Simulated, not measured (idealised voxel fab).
This section sets out a process module, namely voxel tone inversion.
Cross-section cut spans 145 nm and uses square cells 5 nm in size.
Heads up, the way a cross-section reads in here is a grid of square cells, handed over as bands from the top down, with every band being one or more rows of cells. Top, bottom (nm), then materials left to right with widths (nm); lone material tagged "throughout" fills the whole band edge to edge; "blank" = empty space. The level at which height equals 0 is the one under which the wafer, as it arrives, is entirely one material. No lower edge exists for the bottom band, which continues downward and is notated as in "0 and below". Width "30..40": first value at the band's top row of cells, second value at its bottom row, equal change from row to row. Basically "no alterations made" means that step didn't change any cell in the cross-section. Look at "Sealed internal cavities" for the closed voids: empty spaces with no open path to the top, sized 8 cells or up. Each is width x height at distance, distance from the left edge, all nm. Post-settings text on a step line: simulator's own remark regarding the step. overlay nm: mask offset rightward from planned place, masked step; negative means leftward offset.
-- This section lists the process steps that were planned
step 1: RECEIVE with material Si
step 2: CONFORMAL_DEP with material SiCN, thk nm 10
step 3: DIRECTIONAL_DEP with material aC, thk nm 25
step 4: PATTERN with tone cover, mask id POSTS, material resist, width nm 25, pitch nm 40, thk nm 30, overlay nm 0
step 5: DIRECTIONAL_ETCH with etch materials aC, depth nm 25
step 6: STRIP with etch materials resist
step 7: FILL_DEP with material SiO2, thk nm 5
step 8: CMP with height nm 35
step 9: STRIP with etch materials aC
step 10: CONFORMAL_DEP with material TiN, thk nm 5
step 11: FILL_DEP with material Ru, thk nm 5
step 12: CMP with height nm 35
step 13: CONFORMAL_DEP with material SiCN, thk nm 5
-- Wafer cross-section on receipt, i.e. after step 1
* 0 and below: Si throughout
* Sealed internal cavities: none
-- First wafer of two, sectioned at end of module; run went per plan
* 40 down to 35: SiCN throughout
* 35 down to 15: SiO2=40 / TiN=5 / Ru=15 / TiN=5 / SiO2=15 / TiN=5 / Ru=15 / TiN=5 / SiO2=40
* 15 down to 10: SiO2=40 / TiN=25 / SiO2=15 / TiN=25 / SiO2=40
* 10 down to 0: SiCN throughout
* 0 and below: Si throughout
* Sealed internal cavities: none
-- Second wafer cross-section at end of module - shared start and plan with the first, one mistake in the run
* 40 down to 25: SiCN throughout
* 25 down to 0: aC throughout
* 0 and below: Si throughout
* Sealed internal cavities: none
Deviation noted in wafer processing: a sequencing error occurred in which plan steps 2 and 3 were transposed
Materials where the second wafer ends with more or fewer cells than the first: Ru -24 | SiO2 -95 | TiN -26 | aC +145
